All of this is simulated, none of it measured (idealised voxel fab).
Process module in this document: voxel capacitor over wiring
Cross-section cut spans 235 nm and uses square cells 5 nm in size.
Bands, listed from the top down, are how a cross-section gets written in this document; the cross-section itself is a grid of square cells, and a band is one or more rows of them.
In this notation a band is specified by the heights of its top and bottom, in that order and in nm, after which its materials appear from left to right, each paired with its width in nm. The word "throughout" attached to a single material means that material fills the band from edge to edge; the word "blank" stands for empty space.
The level at which height equals 0 is the one under which the wafer, as it arrives, is entirely one material. No lower edge exists for the bottom band, which continues downward and is notated as in "z 0 and below".
Graded width ("30 to 40"): value in top row of band = first number; value in bottom row = second number; row-to-row change constant.
The cross-section has no changed cell in any step marked "all unchanged".
What "Closed internal voids" gives you is every empty space of 8 cells or more that is cut off from the top. Each appears as width x height at distance, with the distance taken from the left edge and width, height and distance all in nm.
Where a step's line continues beyond its settings, the continuation is a remark by the simulator itself on that step.
Among the settings permitted on a step's line is "overlay nm"; applied to a step with a mask, it specifies the extent to which the mask lay to the right of its planned position, whereas a negative figure signifies a position to the left.
-- The steps planned for the process are as follows
- 1: RECEIVE: material Si
- 2: CONFORMAL_DEP: material SiO2, thk nm 15
- 3: CONFORMAL_DEP: material SiCN, thk nm 5
- 4: DIRECTIONAL_DEP: material lowk, thk nm 20
- 5: DIRECTIONAL_DEP: material aC, thk nm 10
- 6: PATTERN: tone open, mask id METAL_1, material resist, width nm 25, pitch nm 85, thk nm 25, overlay nm 0
- 7: DIRECTIONAL_ETCH: etch materials aC, depth nm 10
- 8: STRIP: etch materials resist
- 9: DIRECTIONAL_ETCH: etch materials lowk, depth nm 20
- 10: DIRECTIONAL_ETCH: etch materials SiCN, depth nm 5
- 11: STRIP: etch materials aC
- 12: CONFORMAL_DEP: material TiN, thk nm 5
- 13: FILL_DEP: material Cu, thk nm 10
- 14: CMP: height nm 40
- 15: CONFORMAL_DEP: material SiCN, thk nm 5
- 16: DIRECTIONAL_DEP: material SiO2, thk nm 15
- 17: PATTERN: tone open, mask id PLUG_1, material resist, width nm 15, thk nm 20, overlay nm 0
- 18: DIRECTIONAL_ETCH: etch materials SiO2, depth nm 15
- 19: DIRECTIONAL_ETCH: etch materials SiCN, depth nm 5
- 20: STRIP: etch materials resist
- 21: CONFORMAL_DEP: material TiN, thk nm 5
- 22: FILL_DEP: material Ru, thk nm 10
- 23: CMP: height nm 60
- 24: DIRECTIONAL_DEP: material TiN, thk nm 5
- 25: DIRECTIONAL_DEP: material HfO2, thk nm 5
- 26: DIRECTIONAL_DEP: material TiN, thk nm 5
- 27: PATTERN: tone cover, mask id UPPER_PLATE, material resist, width nm 65, thk nm 20, overlay nm 0
- 28: DIRECTIONAL_ETCH: etch materials TiN, depth nm 5
- 29: DIRECTIONAL_ETCH: etch materials HfO2, depth nm 5
- 30: STRIP: etch materials resist
- 31: MASKED_ETCH: tone cover, mask id LOWER_PLATE, width nm 75, etch materials TiN, depth nm 5, overlay nm 0
- 32: FILL_DEP: material SiO2, thk nm 15
- 33: CMP: height nm 85
- 34: PATTERN: tone open, mask id PLUG_2, material resist, width nm 15, thk nm 20, overlay nm 0
- 35: DIRECTIONAL_ETCH: etch materials SiO2, depth nm 10
- 36: STRIP: etch materials resist
- 37: CONFORMAL_DEP: material TiN, thk nm 5
- 38: FILL_DEP: material W, thk nm 5
- 39: CMP: height nm 85
- 40: CONFORMAL_DEP: material SiN, thk nm 5
-- Wafer cross-section on receipt, i.e. after step 1
* z 0 and below: Si throughout
* Closed internal voids: none
-- Cross-section taken at module completion on the first of two wafers; processed per the plan
* z 90 to 85: SiN throughout
* z 85 to 80: SiO2 (80), TiN (5), W (5), TiN (5), SiO2 (140)
* z 80 to 70: SiO2 (80 to 70), TiN (15 to 65), SiO2 (140 to 100)
* z 70 to 65: SiO2 (70), HfO2 (65), SiO2 (100)
* z 65 to 60: SiO2 (65), TiN (75), SiO2 (95)
* z 60 to 45: SiO2 (70), TiN (5), Ru (5), TiN (5), SiO2 (150)
* z 45 to 40: SiCN (70), TiN (15), SiCN (150)
* z 40 to 20: lowk (60), TiN (5), Cu (15), TiN (5), lowk (60), TiN (5), Cu (15), TiN (5), lowk (65)
* z 20 to 15: SiCN (60), TiN (25), SiCN (60), TiN (25), SiCN (65)
* z 15 to 0: SiO2 throughout
* z 0 and below: Si throughout
* Closed internal voids: none
-- Cross-section, wafer two of two, end of module: same start and plan as wafer one, one error in execution
* z 90 to 85: SiN throughout
* z 85 to 80: SiO2 (80), TiN (5), W (5), TiN (5), SiO2 (140)
* z 80 to 75: SiO2 (80), TiN (15), SiO2 (140)
* z 75 to 70: SiO2 throughout
* z 70 to 60: SiO2 (70 to 65), TiN (65 to 75), SiO2 (100 to 95)
* z 60 to 45: SiO2 (70), TiN (5), Ru (5), TiN (5), SiO2 (150)
* z 45 to 40: SiCN (70), TiN (15), SiCN (150)
* z 40 to 20: lowk (60), TiN (5), Cu (15), TiN (5), lowk (60), TiN (5), Cu (15), TiN (5), lowk (65)
* z 20 to 15: SiCN (60), TiN (25), SiCN (60), TiN (25), SiCN (65)
* z 15 to 0: SiO2 throughout
* z 0 and below: Si throughout
* Closed internal voids: none
Which mistake was made when the wafer was run? step 25 of the plan never got run, it was skipped over
Final cells, second wafer relative to first, materials higher or lower: HfO2: 13 fewer | SiO2: 13 more
